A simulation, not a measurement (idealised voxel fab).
Process module in this document: voxel spacer lines
The figure presents cross-section cut, which has a width of 265 nm and is divided into square cells with an edge length of 5 nm.
A cross-section in this document is a grid of square cells, and it is written down as bands, the top band listed before the ones below it; a band is made up of one or more rows of cells. Band: top height; bottom height; in nm. Then, left to right: material with width in nm, for each material. "full width": a single material spanning edge to edge. "blank": empty space. Height 0 is the level under which the wafer as received is all one material. The lowest band goes on downwards, as in "0 down". The two numbers in a width such as "30 to 40" mark its ends across the band: the first belongs to the top row of cells, the second to the bottom row, and from each row to the next the width moves by the same amount. "no alteration" means the step left every cell of the cross-section as it was. Entry "Encapsulated voids". Content: empty spaces with no open connection to the top, size 8 cells or greater. Each: width x height at distance. Distance: from left edge. Unit: nm. Read whatever lies past the settings on a step's line as the simulator's own remark about the step. You can add "overlay nm" to a step's line. For a step with a mask, it describes how far the mask lay to the right of its planned position, and a negative number describes a lay to the left.
Listed below are the process steps as planned
step 1: op RECEIVE | material Si
step 2: op CONFORMAL_DEP | material SiO2 | thk nm 5
step 3: op DIRECTIONAL_DEP | material TiN | thk nm 20
step 4: op DIRECTIONAL_DEP | material polySi | thk nm 25
step 5: op PATTERN | tone cover | mask id MANDREL | material resist | width nm 15 | pitch nm 60 | thk nm 35 | overlay nm 0
step 6: op DIRECTIONAL_ETCH | etch materials polySi | depth nm 25
step 7: op STRIP | etch materials resist
step 8: op CONFORMAL_DEP | material SiN | thk nm 15
step 9: op DIRECTIONAL_ETCH | etch materials SiN | depth nm 15
step 10: op STRIP | etch materials polySi
step 11: op DIRECTIONAL_ETCH | etch materials TiN | depth nm 20
step 12: op STRIP | etch materials SiN
Cross-sectional view of the wafer in its as-received condition, corresponding to the state after step 1
  0 down  Si full width
  Encapsulated voids: none
First of two wafers: cross-section at end of module, run per plan
  25 to 5  80 of blank  15 of TiN  15 of blank  15 of TiN  15 of blank  15 of TiN  15 of blank  15 of TiN  80 of blank
  5 to 0  SiO2 full width
  0 down  Si full width
  Encapsulated voids: none
What the second wafer looks like in cross-section once the module is done. Its start and its plan matched the first wafer's exactly; what differed was one mistake in how it was run
  25 to 5  85 of blank  10 of TiN  15 of blank  10 of TiN  25 of blank  10 of TiN  15 of blank  10 of TiN  85 of blank
  5 to 0  SiO2 full width
  0 down  Si full width
  Encapsulated voids: none
Nonconformance to the process plan: step 8 off recipe, ran as op CONFORMAL_DEP | material SiN | thk nm 10
Per the end-of-run cell counts, the second wafer holds more or fewer of some materials than the first: TiN -16
